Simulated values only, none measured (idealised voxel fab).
This section sets out a process module, namely voxel gate over fins.
Section cut is 245 nm wide and gridded with 5 nm square cells.
In what follows, cross-sections appear as grids of square cells, described through bands that run from the top down, where every band is one or more rows of cells. Look at the band entry: it leads with the top's height and the bottom's height in nm. Then it lists the materials left to right, with a width in nm for each. The word "all across" on a single material says that material fills the band edge to edge. The word "blank" is empty space. Height reference: 0 = level under which incoming wafer is all one material. Lowest band: no bottom, runs on downward, e.g. "0 and below". The width entry "30..40" should be interpreted row by row: the top row of cells in the band takes the first number, the bottom row takes the second number, and the change between adjacent rows is uniform throughout. No cell of the cross-section changed in a step that is given as "nothing different". The entry "Voids lacking openings" lists the empty spaces that cover at least 8 cells and have no open path to the top. Each is written as width x height at distance, where the distance is measured from the left edge and all three values are in nm. That trailing text on a step's line, after the settings, is the simulator's own remark on the step. overlay nm: how far to the right of its planned place the mask lay on this masked step (negative: to the left). Read the rest as pairs. Take the cross-section before one process step, then the cross-section after it, which shows only down to the lowest band that changed. Under the pair, find the step between them and its settings. Bear in mind that pairs may come from different runs of this module on the same starting wafer: link a pair to the pair above it only where its entry headed "Snapshot before" says to.

Snapshot before
    30 down to 20  W all across
    20 down to 15  W 45; TiN 155; W 45
    15 down to 10  W 45; TiN 5; TiAl 45; TiN 5; TiAl 45; TiN 5; TiAl 45; TiN 5; W 45
    10 down to 5  TiN 50; TiAl 5; HfO2 35; TiAl 5; TiN 5; TiAl 5; HfO2 35; TiAl 5; TiN 5; TiAl 5; HfO2 35; TiAl 5; TiN 50
    5 down to 0  TiAl 55; HfO2 5; TiN 25; HfO2 5; TiAl 15; HfO2 5; TiN 25; HfO2 5; TiAl 15; HfO2 5; TiN 25; HfO2 5; TiAl 55
    0 down to -5  HfO2 60; TiN 5; Si 15; TiN 5; HfO2 25; TiN 5; Si 15; TiN 5; HfO2 25; TiN 5; Si 15; TiN 5; HfO2 60
    -5 down to -10  TiN 65; Si 15; TiN 35; Si 15; TiN 35; Si 15; TiN 65
    -10 down to -20  SiO2 65; Si 15; SiO2 35; Si 15; SiO2 35; Si 15; SiO2 65
    -20 down to -30  SiO2 65; Si 15; SiO2 10; TiN 5; W 5; TiN 5; SiO2 10; Si 15; SiO2 35; Si 15; SiO2 65
    -30 down to -35  SiO2 65; Si 15; SiO2 10; TiN 15; SiO2 10; Si 15; SiO2 35; Si 15; SiO2 65
    -35 down to -40  SiO2 65; Si 15; SiO2 35; Si 15; SiO2 35; Si 15; SiO2 65
    -40 and below  Si all across
    Voids lacking openings: none

Post-Step Section View
    25 down to 20  W all across
    Heights below 20 show no change.
    Voids lacking openings: none
The cross-sections above show the structure before and after this step: CMP [height nm 25]

Snapshot before: as shown after the step in the preceding pair, directly above.

Post-Step Section View
    35 down to 25  SiN all across
    Heights below 25 show no change.
    Voids lacking openings: none
The cross-sections above show the structure before and after this step: CONFORMAL_DEP [material SiN] [thk nm 10]

Snapshot before
    25 down to 10  blank 65; resist 15; blank 35; resist 15; blank 35; resist 15; blank 65
    10 down to 0  blank 65; SiN 15; blank 35; SiN 15; blank 35; SiN 15; blank 65
    0 and below  Si all across
    Voids lacking openings: none

Post-Step Section View
    25 down to 10  blank 65; resist 15; blank 35; resist 15; blank 35; resist 15; blank 65
    10 down to 0  blank 65; SiN 15; blank 35; SiN 15; blank 35; SiN 15; blank 65
    0 down to -30  blank 65; Si 15; blank 35; Si 15; blank 35; Si 15; blank 65
    Heights below -30 show no change.
    Voids lacking openings: none
The cross-sections above show the structure before and after this step: DIRECTIONAL_ETCH [etch materials Si] [depth nm 30]

Snapshot before: as shown after the step in the preceding pair, directly above.

Post-Step Section View
    10 down to 0  blank 65; SiN 15; blank 35; SiN 15; blank 35; SiN 15; blank 65
    Heights below 0 show no change.
    Voids lacking openings: none
The cross-sections above show the structure before and after this step: STRIP [etch materials resist]

Snapshot before: as shown after the step in the preceding pair, directly above.

Post-Step Section View
    20 down to 10  SiO2 all across
    10 down to 0  SiO2 65; SiN 15; SiO2 35; SiN 15; SiO2 35; SiN 15; SiO2 65
    0 down to -30  SiO2 65; Si 15; SiO2 35; Si 15; SiO2 35; Si 15; SiO2 65
    Heights below -30 show no change.
    Voids lacking openings: none
The cross-sections above show the structure before and after this step: FILL_DEP [material SiO2] [thk nm 10]

Snapshot before: as shown after the step in the preceding pair, directly above.

Post-Step Section View
    10 down to 0  SiO2 65; SiN 15; SiO2 35; SiN 15; SiO2 35; SiN 15; SiO2 65
    Heights below 0 show no change.
    Voids lacking openings: none
The cross-sections above show the structure before and after this step: CMP [height nm 10]

Snapshot before: as shown after the step in the preceding pair, directly above.

Post-Step Section View
    25 down to 10  resist 90; blank 15; resist 140
    Heights below 10 show no change.
    Voids lacking openings: none
The cross-sections above show the structure before and after this step: PATTERN [tone open] [mask id RAIL] [material resist] [width nm 15] [thk nm 15] [overlay nm 0]

Snapshot before: as shown after the step in the preceding pair, directly above.

Post-Step Section View
    25 down to 10  resist 90; blank 15; resist 140
    10 down to 0  SiO2 65; SiN 15; SiO2 10; blank 15; SiO2 10; SiN 15; SiO2 35; SiN 15; SiO2 65
    0 down to -30  SiO2 65; Si 15; SiO2 10; blank 15; SiO2 10; Si 15; SiO2 35; Si 15; SiO2 65
    Heights below -30 show no change.
    Voids lacking openings: none
The cross-sections above show the structure before and after this step: DIRECTIONAL_ETCH [etch materials SiO2] [depth nm 45]

Snapshot before: as shown after the step in the preceding pair, directly above.

Post-Step Section View
    10 down to 0  SiO2 65; SiN 15; SiO2 10; blank 15; SiO2 10; SiN 15; SiO2 35; SiN 15; SiO2 65
    Heights below 0 show no change.
    Voids lacking openings: none
The cross-sections above show the structure before and after this step: STRIP [etch materials resist]

Snapshot before: as shown after the step in the preceding pair, directly above.

Post-Step Section View
    15 down to 10  TiN 95; blank 5; TiN 145
    10 down to 0  SiO2 65; SiN 15; SiO2 10; TiN 5; blank 5; TiN 5; SiO2 10; SiN 15; SiO2 35; SiN 15; SiO2 65
    0 down to -25  SiO2 65; Si 15; SiO2 10; TiN 5; blank 5; TiN 5; SiO2 10; Si 15; SiO2 35; Si 15; SiO2 65
    -25 down to -30  SiO2 65; Si 15; SiO2 10; TiN 15; SiO2 10; Si 15; SiO2 35; Si 15; SiO2 65
    Heights below -30 show no change.
    Voids lacking openings: none
The cross-sections above show the structure before and after this step: CONFORMAL_DEP [material TiN] [thk nm 5]

Snapshot before: as shown after the step in the preceding pair, directly above.

Post-Step Section View
    25 down to 15  W all across
    15 down to 10  TiN 95; W 5; TiN 145
    10 down to 0  SiO2 65; SiN 15; SiO2 10; TiN 5; W 5; TiN 5; SiO2 10; SiN 15; SiO2 35; SiN 15; SiO2 65
    0 down to -25  SiO2 65; Si 15; SiO2 10; TiN 5; W 5; TiN 5; SiO2 10; Si 15; SiO2 35; Si 15; SiO2 65
    Heights below -25 show no change.
    Voids lacking openings: none
The cross-sections above show the structure before and after this step: FILL_DEP [material W] [thk nm 10]

Snapshot before: as shown after the step in the preceding pair, directly above.

Post-Step Section View
    10 down to 0  SiO2 65; SiN 15; SiO2 10; TiN 5; W 5; TiN 5; SiO2 10; SiN 15; SiO2 35; SiN 15; SiO2 65
    Heights below 0 show no change.
    Voids lacking openings: none
The cross-sections above show the structure before and after this step: CMP [height nm 10]

Snapshot before: as shown after the step in the preceding pair, directly above.

Post-Step Section View
    10 down to 0  SiO2 65; SiN 15; SiO2 10; blank 15; SiO2 10; SiN 15; SiO2 35; SiN 15; SiO2 65
    0 down to -20  SiO2 65; Si 15; SiO2 10; blank 15; SiO2 10; Si 15; SiO2 35; Si 15; SiO2 65
    Heights below -20 show no change.
    Voids lacking openings: none
The cross-sections above show the structure before and after this step: SELECTIVE_ETCH [etch materials W Ru TiN] [depth nm 30]

Snapshot before: as shown after the step in the preceding pair, directly above.

Post-Step Section View
    15 down to 10  SiO2 all across
    10 down to 0  SiO2 65; SiN 15; SiO2 35; SiN 15; SiO2 35; SiN 15; SiO2 65
    0 down to -20  SiO2 65; Si 15; SiO2 35; Si 15; SiO2 35; Si 15; SiO2 65
    Heights below -20 show no change.
    Voids lacking openings: none
The cross-sections above show the structure before and after this step: FILL_DEP [material SiO2] [thk nm 5]

Snapshot before: as shown after the step in the preceding pair, directly above.

Post-Step Section View
    10 down to 0  SiO2 65; SiN 15; SiO2 35; SiN 15; SiO2 35; SiN 15; SiO2 65
    Heights below 0 show no change.
    Voids lacking openings: none
The cross-sections above show the structure before and after this step: CMP [height nm 10]

Snapshot before: as shown after the step in the preceding pair, directly above.

Post-Step Section View
    10 down to 0  blank 65; SiN 15; blank 35; SiN 15; blank 35; SiN 15; blank 65
    0 down to -10  blank 65; Si 15; blank 35; Si 15; blank 35; Si 15; blank 65
    Heights below -10 show no change.
    Voids lacking openings: none
The cross-sections above show the structure before and after this step: SELECTIVE_ETCH [etch materials SiO2] [depth nm 20]

Snapshot before: as shown after the step in the preceding pair, directly above.

Post-Step Section View
    0 down to -10  blank 65; Si 15; blank 35; Si 15; blank 35; Si 15; blank 65
    Heights below -10 show no change.
    Voids lacking openings: none
The cross-sections above show the structure before and after this step: STRIP [etch materials SiN]

Snapshot before: as shown after the step in the preceding pair, directly above.

Post-Step Section View
    5 down to 0  blank 60; HfO2 25; blank 25; HfO2 25; blank 25; HfO2 25; blank 60
    0 down to -5  blank 60; HfO2 5; Si 15; HfO2 5; blank 25; HfO2 5; Si 15; HfO2 5; blank 25; HfO2 5; Si 15; HfO2 5; blank 60
    -5 down to -10  HfO2 65; Si 15; HfO2 35; Si 15; HfO2 35; Si 15; HfO2 65
    Heights below -10 show no change.
    Voids lacking openings: none
The cross-sections above show the structure before and after this step: CONFORMAL_DEP [material HfO2] [thk nm 5]

Snapshot before: as shown after the step in the preceding pair, directly above.

Post-Step Section View
    10 down to 5  blank 55; TiN 35; blank 15; TiN 35; blank 15; TiN 35; blank 55
    5 down to 0  blank 55; TiN 5; HfO2 25; TiN 5; blank 15; TiN 5; HfO2 25; TiN 5; blank 15; TiN 5; HfO2 25; TiN 5; blank 55
    0 down to -5  TiN 60; HfO2 5; Si 15; HfO2 5; TiN 25; HfO2 5; Si 15; HfO2 5; TiN 25; HfO2 5; Si 15; HfO2 5; TiN 60
    Heights below -5 show no change.
    Voids lacking openings: none
The cross-sections above show the structure before and after this step: CONFORMAL_DEP [material TiN] [thk nm 5]

Snapshot before: as shown after the step in the preceding pair, directly above.

Post-Step Section View
    15 down to 10  blank 50; TiAl 45; blank 5; TiAl 45; blank 5; TiAl 45; blank 50
    10 down to 5  blank 50; TiAl 5; TiN 35; TiAl 5; blank 5; TiAl 5; TiN 35; TiAl 5; blank 5; TiAl 5; TiN 35; TiAl 5; blank 50
    5 down to 0  TiAl 55; TiN 5; HfO2 25; TiN 5; TiAl 15; TiN 5; HfO2 25; TiN 5; TiAl 15; TiN 5; HfO2 25; TiN 5; TiAl 55
    Heights below 0 show no change.
    Voids lacking openings: none
The cross-sections above show the structure before and after this step: CONFORMAL_DEP [material TiAl] [thk nm 5]

Snapshot before: as shown after the step in the preceding pair, directly above.

Post-Step Section View
    20 down to 15  blank 45; TiN 155; blank 45
    15 down to 10  blank 45; TiN 5; TiAl 45; TiN 5; TiAl 45; TiN 5; TiAl 45; TiN 5; blank 45
    10 down to 5  TiN 50; TiAl 5; TiN 35; TiAl 5; TiN 5; TiAl 5; TiN 35; TiAl 5; TiN 5; TiAl 5; TiN 35; TiAl 5; TiN 50
    Heights below 5 show no change.
    Voids lacking openings: none
The cross-sections above show the structure before and after this step: CONFORMAL_DEP [material TiN] [thk nm 5]

Snapshot before: as shown after the step in the preceding pair, directly above.

Post-Step Section View
    30 down to 20  W all across
    20 down to 15  W 45; TiN 155; W 45
    15 down to 10  W 45; TiN 5; TiAl 45; TiN 5; TiAl 45; TiN 5; TiAl 45; TiN 5; W 45
    Heights below 10 show no change.
    Voids lacking openings: none
The cross-sections above show the structure before and after this step: FILL_DEP [material W] [thk nm 10]

Snapshot before: as shown after the step in the preceding pair, directly above.

Post-Step Section View
    25 down to 20  W all across
    Heights below 20 show no change.
    Voids lacking openings: none
The cross-sections above show the structure before and after this step: CMP [height nm 25]

Snapshot before: as shown after the step in the preceding pair, directly above.

Post-Step Section View
    35 down to 25  SiN all across
    Heights below 25 show no change.
    Voids lacking openings: none
The cross-sections above show the structure before and after this step: CONFORMAL_DEP [material SiN] [thk nm 10]

Snapshot before
    10 down to 0  SiO2 65; SiN 15; SiO2 35; SiN 15; SiO2 35; SiN 15; SiO2 65
    0 down to -40  SiO2 65; Si 15; SiO2 35; Si 15; SiO2 35; Si 15; SiO2 65
    -40 and below  Si all across
    Voids lacking openings: none

Post-Step Section View
    25 down to 10  resist 85; blank 25; resist 135
    Heights below 10 show no change.
    Voids lacking openings: none
The cross-sections above show the structure before and after this step: PATTERN [tone open] [mask id RAIL] [material resist] [width nm 25] [thk nm 15] [overlay nm 0]

Snapshot before: as shown after the step in the preceding pair, directly above.

Post-Step Section View
    25 down to 10  resist 85; blank 25; resist 135
    10 down to 0  SiO2 65; SiN 15; SiO2 5; blank 25; SiO2 5; SiN 15; SiO2 35; SiN 15; SiO2 65
    0 down to -35  SiO2 65; Si 15; SiO2 5; blank 25; SiO2 5; Si 15; SiO2 35; Si 15; SiO2 65
    Heights below -35 show no change.
    Voids lacking openings: none
The cross-sections above show the structure before and after this step: DIRECTIONAL_ETCH [etch materials SiO2] [depth nm 45]

Snapshot before: as shown after the step in the preceding pair, directly above.

Post-Step Section View
    10 down to 0  SiO2 65; SiN 15; SiO2 5; blank 25; SiO2 5; SiN 15; SiO2 35; SiN 15; SiO2 65
    Heights below 0 show no change.
    Voids lacking openings: none
The cross-sections above show the structure before and after this step: STRIP [etch materials resist]

Snapshot before: as shown after the step in the preceding pair, directly above.

Post-Step Section View
    15 down to 10  TiN 90; blank 15; TiN 140
    10 down to 0  SiO2 65; SiN 15; SiO2 5; TiN 5; blank 15; TiN 5; SiO2 5; SiN 15; SiO2 35; SiN 15; SiO2 65
    0 down to -30  SiO2 65; Si 15; SiO2 5; TiN 5; blank 15; TiN 5; SiO2 5; Si 15; SiO2 35; Si 15; SiO2 65
    -30 down to -35  SiO2 65; Si 15; SiO2 5; TiN 25; SiO2 5; Si 15; SiO2 35; Si 15; SiO2 65
    Heights below -35 show no change.
    Voids lacking openings: none
The cross-sections above show the structure before and after this step: CONFORMAL_DEP [material TiN] [thk nm 5]

Snapshot before: as shown after the step in the preceding pair, directly above.

Post-Step Section View
    25 down to 15  W all across
    15 down to 10  TiN 90; W 15; TiN 140
    10 down to 0  SiO2 65; SiN 15; SiO2 5; TiN 5; W 15; TiN 5; SiO2 5; SiN 15; SiO2 35; SiN 15; SiO2 65
    0 down to -30  SiO2 65; Si 15; SiO2 5; TiN 5; W 15; TiN 5; SiO2 5; Si 15; SiO2 35; Si 15; SiO2 65
    Heights below -30 show no change.
    Voids lacking openings: none
The cross-sections above show the structure before and after this step: FILL_DEP [material W] [thk nm 10]

Snapshot before: as shown after the step in the preceding pair, directly above.

Post-Step Section View
    10 down to 0  SiO2 65; SiN 15; SiO2 5; TiN 5; W 15; TiN 5; SiO2 5; SiN 15; SiO2 35; SiN 15; SiO2 65
    Heights below 0 show no change.
    Voids lacking openings: none
The cross-sections above show the structure before and after this step: CMP [height nm 10]

Snapshot before: as shown after the step in the preceding pair, directly above.

Post-Step Section View
    10 down to 0  SiO2 65; SiN 15; SiO2 5; blank 25; SiO2 5; SiN 15; SiO2 35; SiN 15; SiO2 65
    0 down to -20  SiO2 65; Si 15; SiO2 5; blank 25; SiO2 5; Si 15; SiO2 35; Si 15; SiO2 65
    Heights below -20 show no change.
    Voids lacking openings: none
The cross-sections above show the structure before and after this step: SELECTIVE_ETCH [etch materials W Ru TiN] [depth nm 30]

Snapshot before: as shown after the step in the preceding pair, directly above.

Post-Step Section View
    15 down to 10  SiO2 all across
    10 down to 0  SiO2 65; SiN 15; SiO2 35; SiN 15; SiO2 35; SiN 15; SiO2 65
    0 down to -20  SiO2 65; Si 15; SiO2 35; Si 15; SiO2 35; Si 15; SiO2 65
    Heights below -20 show no change.
    Voids lacking openings: none
The cross-sections above show the structure before and after this step: FILL_DEP [material SiO2] [thk nm 5]

Snapshot before: as shown after the step in the preceding pair, directly above.

Post-Step Section View
    10 down to 0  SiO2 65; SiN 15; SiO2 35; SiN 15; SiO2 35; SiN 15; SiO2 65
    Heights below 0 show no change.
    Voids lacking openings: none
The cross-sections above show the structure before and after this step: CMP [height nm 10]

Snapshot before: as shown after the step in the preceding pair, directly above.

Post-Step Section View
    10 down to 0  blank 65; SiN 15; blank 35; SiN 15; blank 35; SiN 15; blank 65
    0 down to -10  blank 65; Si 15; blank 35; Si 15; blank 35; Si 15; blank 65
    Heights below -10 show no change.
    Voids lacking openings: none
The cross-sections above show the structure before and after this step: SELECTIVE_ETCH [etch materials SiO2] [depth nm 20]

Snapshot before: as shown after the step in the preceding pair, directly above.

Post-Step Section View
    0 down to -10  blank 65; Si 15; blank 35; Si 15; blank 35; Si 15; blank 65
    Heights below -10 show no change.
    Voids lacking openings: none
The cross-sections above show the structure before and after this step: STRIP [etch materials SiN]

Snapshot before: as shown after the step in the preceding pair, directly above.

Post-Step Section View
    5 down to 0  blank 60; HfO2 25; blank 25; HfO2 25; blank 25; HfO2 25; blank 60
    0 down to -5  blank 60; HfO2 5; Si 15; HfO2 5; blank 25; HfO2 5; Si 15; HfO2 5; blank 25; HfO2 5; Si 15; HfO2 5; blank 60
    -5 down to -10  HfO2 65; Si 15; HfO2 35; Si 15; HfO2 35; Si 15; HfO2 65
    Heights below -10 show no change.
    Voids lacking openings: none
The cross-sections above show the structure before and after this step: CONFORMAL_DEP [material HfO2] [thk nm 5]

Snapshot before: as shown after the step in the preceding pair, directly above.

Post-Step Section View
    10 down to 5  blank 55; TiN 35; blank 15; TiN 35; blank 15; TiN 35; blank 55
    5 down to 0  blank 55; TiN 5; HfO2 25; TiN 5; blank 15; TiN 5; HfO2 25; TiN 5; blank 15; TiN 5; HfO2 25; TiN 5; blank 55
    0 down to -5  TiN 60; HfO2 5; Si 15; HfO2 5; TiN 25; HfO2 5; Si 15; HfO2 5; TiN 25; HfO2 5; Si 15; HfO2 5; TiN 60
    Heights below -5 show no change.
    Voids lacking openings: none
The cross-sections above show the structure before and after this step: CONFORMAL_DEP [material TiN] [thk nm 5]

Snapshot before: as shown after the step in the preceding pair, directly above.

Post-Step Section View
    15 down to 10  blank 50; TiAl 45; blank 5; TiAl 45; blank 5; TiAl 45; blank 50
    10 down to 5  blank 50; TiAl 5; TiN 35; TiAl 5; blank 5; TiAl 5; TiN 35; TiAl 5; blank 5; TiAl 5; TiN 35; TiAl 5; blank 50
    5 down to 0  TiAl 55; TiN 5; HfO2 25; TiN 5; TiAl 15; TiN 5; HfO2 25; TiN 5; TiAl 15; TiN 5; HfO2 25; TiN 5; TiAl 55
    Heights below 0 show no change.
    Voids lacking openings: none
The cross-sections above show the structure before and after this step: CONFORMAL_DEP [material TiAl] [thk nm 5]

Snapshot before: as shown after the step in the preceding pair, directly above.

Post-Step Section View
    20 down to 15  blank 45; TiN 155; blank 45
    15 down to 10  blank 45; TiN 5; TiAl 45; TiN 5; TiAl 45; TiN 5; TiAl 45; TiN 5; blank 45
    10 down to 5  TiN 50; TiAl 5; TiN 35; TiAl 5; TiN 5; TiAl 5; TiN 35; TiAl 5; TiN 5; TiAl 5; TiN 35; TiAl 5; TiN 50
    Heights below 5 show no change.
    Voids lacking openings: none
The cross-sections above show the structure before and after this step: CONFORMAL_DEP [material TiN] [thk nm 5]

Snapshot before: as shown after the step in the preceding pair, directly above.

Post-Step Section View
    30 down to 20  W all across
    20 down to 15  W 45; TiN 155; W 45
    15 down to 10  W 45; TiN 5; TiAl 45; TiN 5; TiAl 45; TiN 5; TiAl 45; TiN 5; W 45
    Heights below 10 show no change.
    Voids lacking openings: none
The cross-sections above show the structure before and after this step: FILL_DEP [material W] [thk nm 10]

Snapshot before: as shown after the step in the preceding pair, directly above.

Post-Step Section View
    25 down to 20  W all across
    Heights below 20 show no change.
    Voids lacking openings: none
The cross-sections above show the structure before and after this step: CMP [height nm 25]

Snapshot before: as shown after the step in the preceding pair, directly above.

Post-Step Section View
    35 down to 25  SiN all across
    Heights below 25 show no change.
    Voids lacking openings: none
The cross-sections above show the structure before and after this step: CONFORMAL_DEP [material SiN] [thk nm 10]

Snapshot before
    10 down to 0  SiN all across
    0 and below  Si all across
    Voids lacking openings: none

Post-Step Section View
    25 down to 10  blank 55; resist 15; blank 35; resist 15; blank 35; resist 15; blank 75
    Heights below 10 show no change.
    Voids lacking openings: none
The cross-sections above show the structure before and after this step: PATTERN [tone cover] [mask id FINS] [material resist] [width nm 15] [pitch nm 50] [thk nm 15] [overlay nm -10]

Snapshot before: as shown after the step in the preceding pair, directly above.

Post-Step Section View
    25 down to 10  blank 55; resist 15; blank 35; resist 15; blank 35; resist 15; blank 75
    10 down to 0  blank 55; SiN 15; blank 35; SiN 15; blank 35; SiN 15; blank 75
    Heights below 0 show no change.
    Voids lacking openings: none
The cross-sections above show the structure before and after this step: DIRECTIONAL_ETCH [etch materials SiN] [depth nm 10]

Snapshot before: as shown after the step in the preceding pair, directly above.

Post-Step Section View
    25 down to 10  blank 55; resist 15; blank 35; resist 15; blank 35; resist 15; blank 75
    10 down to 0  blank 55; SiN 15; blank 35; SiN 15; blank 35; SiN 15; blank 75
    0 down to -40  blank 55; Si 15; blank 35; Si 15; blank 35; Si 15; blank 75
    Heights below -40 show no change.
    Voids lacking openings: none
The cross-sections above show the structure before and after this step: DIRECTIONAL_ETCH [etch materials Si] [depth nm 40]

Snapshot before: as shown after the step in the preceding pair, directly above.

Post-Step Section View
    10 down to 0  blank 55; SiN 15; blank 35; SiN 15; blank 35; SiN 15; blank 75
    Heights below 0 show no change.
    Voids lacking openings: none
The cross-sections above show the structure before and after this step: STRIP [etch materials resist]

Snapshot before: as shown after the step in the preceding pair, directly above.

Post-Step Section View
    20 down to 10  SiO2 all across
    10 down to 0  SiO2 55; SiN 15; SiO2 35; SiN 15; SiO2 35; SiN 15; SiO2 75
    0 down to -40  SiO2 55; Si 15; SiO2 35; Si 15; SiO2 35; Si 15; SiO2 75
    Heights below -40 show no change.
    Voids lacking openings: none
The cross-sections above show the structure before and after this step: FILL_DEP [material SiO2] [thk nm 10]

Snapshot before: as shown after the step in the preceding pair, directly above.

Post-Step Section View
    10 down to 0  SiO2 55; SiN 15; SiO2 35; SiN 15; SiO2 35; SiN 15; SiO2 75
    Heights below 0 show no change.
    Voids lacking openings: none
The cross-sections above show the structure before and after this step: CMP [height nm 10]

Snapshot before: as shown after the step in the preceding pair, directly above.

Post-Step Section View
    25 down to 10  resist 90; blank 15; resist 140
    Heights below 10 show no change.
    Voids lacking openings: none
The cross-sections above show the structure before and after this step: PATTERN [tone open] [mask id RAIL] [material resist] [width nm 15] [thk nm 15] [overlay nm 0]

Snapshot before: as shown after the step in the preceding pair, directly above.

Post-Step Section View
    25 down to 10  resist 90; blank 15; resist 140
    10 down to 0  SiO2 55; SiN 15; SiO2 20; blank 15; SiN 15; SiO2 35; SiN 15; SiO2 75
    0 down to -35  SiO2 55; Si 15; SiO2 20; blank 15; Si 15; SiO2 35; Si 15; SiO2 75
    Heights below -35 show no change.
    Voids lacking openings: none
The cross-sections above show the structure before and after this step: DIRECTIONAL_ETCH [etch materials SiO2] [depth nm 45]

Snapshot before: as shown after the step in the preceding pair, directly above.

Post-Step Section View
    10 down to 0  SiO2 55; SiN 15; SiO2 20; blank 15; SiN 15; SiO2 35; SiN 15; SiO2 75
    Heights below 0 show no change.
    Voids lacking openings: none
The cross-sections above show the structure before and after this step: STRIP [etch materials resist]

Snapshot before: as shown after the step in the preceding pair, directly above.

Post-Step Section View
    15 down to 10  TiN 95; blank 5; TiN 145
    10 down to 0  SiO2 55; SiN 15; SiO2 20; TiN 5; blank 5; TiN 5; SiN 15; SiO2 35; SiN 15; SiO2 75
    0 down to -30  SiO2 55; Si 15; SiO2 20; TiN 5; blank 5; TiN 5; Si 15; SiO2 35; Si 15; SiO2 75
    -30 down to -35  SiO2 55; Si 15; SiO2 20; TiN 15; Si 15; SiO2 35; Si 15; SiO2 75
    Heights below -35 show no change.
    Voids lacking openings: none
The cross-sections above show the structure before and after this step: CONFORMAL_DEP [material TiN] [thk nm 5]

Snapshot before: as shown after the step in the preceding pair, directly above.

Post-Step Section View
    25 down to 15  W all across
    15 down to 10  TiN 95; W 5; TiN 145
    10 down to 0  SiO2 55; SiN 15; SiO2 20; TiN 5; W 5; TiN 5; SiN 15; SiO2 35; SiN 15; SiO2 75
    0 down to -30  SiO2 55; Si 15; SiO2 20; TiN 5; W 5; TiN 5; Si 15; SiO2 35; Si 15; SiO2 75
    Heights below -30 show no change.
    Voids lacking openings: none
The cross-sections above show the structure before and after this step: FILL_DEP [material W] [thk nm 10]

Snapshot before: as shown after the step in the preceding pair, directly above.

Post-Step Section View
    10 down to 0  SiO2 55; SiN 15; SiO2 20; TiN 5; W 5; TiN 5; SiN 15; SiO2 35; SiN 15; SiO2 75
    Heights below 0 show no change.
    Voids lacking openings: none
The cross-sections above show the structure before and after this step: CMP [height nm 10]

Snapshot before: as shown after the step in the preceding pair, directly above.

Post-Step Section View
    10 down to 0  SiO2 55; SiN 15; SiO2 20; blank 15; SiN 15; SiO2 35; SiN 15; SiO2 75
    0 down to -20  SiO2 55; Si 15; SiO2 20; blank 15; Si 15; SiO2 35; Si 15; SiO2 75
    Heights below -20 show no change.
    Voids lacking openings: none
The cross-sections above show the structure before and after this step: SELECTIVE_ETCH [etch materials W Ru TiN] [depth nm 30]

Snapshot before: as shown after the step in the preceding pair, directly above.

Post-Step Section View
    15 down to 10  SiO2 all across
    10 down to 0  SiO2 55; SiN 15; SiO2 35; SiN 15; SiO2 35; SiN 15; SiO2 75
    0 down to -20  SiO2 55; Si 15; SiO2 35; Si 15; SiO2 35; Si 15; SiO2 75
    Heights below -20 show no change.
    Voids lacking openings: none
The cross-sections above show the structure before and after this step: FILL_DEP [material SiO2] [thk nm 5]

Snapshot before: as shown after the step in the preceding pair, directly above.

Post-Step Section View
    10 down to 0  SiO2 55; SiN 15; SiO2 35; SiN 15; SiO2 35; SiN 15; SiO2 75
    Heights below 0 show no change.
    Voids lacking openings: none
The cross-sections above show the structure before and after this step: CMP [height nm 10]

Snapshot before: as shown after the step in the preceding pair, directly above.

Post-Step Section View
    10 down to 0  blank 55; SiN 15; blank 35; SiN 15; blank 35; SiN 15; blank 75
    0 down to -10  blank 55; Si 15; blank 35; Si 15; blank 35; Si 15; blank 75
    Heights below -10 show no change.
    Voids lacking openings: none
The cross-sections above show the structure before and after this step: SELECTIVE_ETCH [etch materials SiO2] [depth nm 20]

Snapshot before: as shown after the step in the preceding pair, directly above.

Post-Step Section View
    0 down to -10  blank 55; Si 15; blank 35; Si 15; blank 35; Si 15; blank 75
    Heights below -10 show no change.
    Voids lacking openings: none
The cross-sections above show the structure before and after this step: STRIP [etch materials SiN]

Snapshot before: as shown after the step in the preceding pair, directly above.

Post-Step Section View
    5 down to 0  blank 50; HfO2 25; blank 25; HfO2 25; blank 25; HfO2 25; blank 70
    0 down to -5  blank 50; HfO2 5; Si 15; HfO2 5; blank 25; HfO2 5; Si 15; HfO2 5; blank 25; HfO2 5; Si 15; HfO2 5; blank 70
    -5 down to -10  HfO2 55; Si 15; HfO2 35; Si 15; HfO2 35; Si 15; HfO2 75
    Heights below -10 show no change.
    Voids lacking openings: none
The cross-sections above show the structure before and after this step: CONFORMAL_DEP [material HfO2] [thk nm 5]

Snapshot before: as shown after the step in the preceding pair, directly above.

Post-Step Section View
    10 down to 5  blank 45; TiN 35; blank 15; TiN 35; blank 15; TiN 35; blank 65
    5 down to 0  blank 45; TiN 5; HfO2 25; TiN 5; blank 15; TiN 5; HfO2 25; TiN 5; blank 15; TiN 5; HfO2 25; TiN 5; blank 65
    0 down to -5  TiN 50; HfO2 5; Si 15; HfO2 5; TiN 25; HfO2 5; Si 15; HfO2 5; TiN 25; HfO2 5; Si 15; HfO2 5; TiN 70
    Heights below -5 show no change.
    Voids lacking openings: none
The cross-sections above show the structure before and after this step: CONFORMAL_DEP [material TiN] [thk nm 5]

Snapshot before: as shown after the step in the preceding pair, directly above.

Post-Step Section View
    15 down to 10  blank 40; TiAl 45; blank 5; TiAl 45; blank 5; TiAl 45; blank 60
    10 down to 5  blank 40; TiAl 5; TiN 35; TiAl 5; blank 5; TiAl 5; TiN 35; TiAl 5; blank 5; TiAl 5; TiN 35; TiAl 5; blank 60
    5 down to 0  TiAl 45; TiN 5; HfO2 25; TiN 5; TiAl 15; TiN 5; HfO2 25; TiN 5; TiAl 15; TiN 5; HfO2 25; TiN 5; TiAl 65
    Heights below 0 show no change.
    Voids lacking openings: none
The cross-sections above show the structure before and after this step: CONFORMAL_DEP [material TiAl] [thk nm 5]

Snapshot before: as shown after the step in the preceding pair, directly above.

Post-Step Section View
    20 down to 15  blank 35; TiN 155; blank 55
    15 down to 10  blank 35; TiN 5; TiAl 45; TiN 5; TiAl 45; TiN 5; TiAl 45; TiN 5; blank 55
    10 down to 5  TiN 40; TiAl 5; TiN 35; TiAl 5; TiN 5; TiAl 5; TiN 35; TiAl 5; TiN 5; TiAl 5; TiN 35; TiAl 5; TiN 60
    Heights below 5 show no change.
    Voids lacking openings: none
The cross-sections above show the structure before and after this step: CONFORMAL_DEP [material TiN] [thk nm 5]

Snapshot before: as shown after the step in the preceding pair, directly above.

Post-Step Section View
    30 down to 20  W all across
    20 down to 15  W 35; TiN 155; W 55
    15 down to 10  W 35; TiN 5; TiAl 45; TiN 5; TiAl 45; TiN 5; TiAl 45; TiN 5; W 55
    Heights below 10 show no change.
    Voids lacking openings: none
The cross-sections above show the structure before and after this step: FILL_DEP [material W] [thk nm 10]

Snapshot before: as shown after the step in the preceding pair, directly above.

Post-Step Section View
    25 down to 20  W all across
    Heights below 20 show no change.
    Voids lacking openings: none
The cross-sections above show the structure before and after this step: CMP [height nm 25]
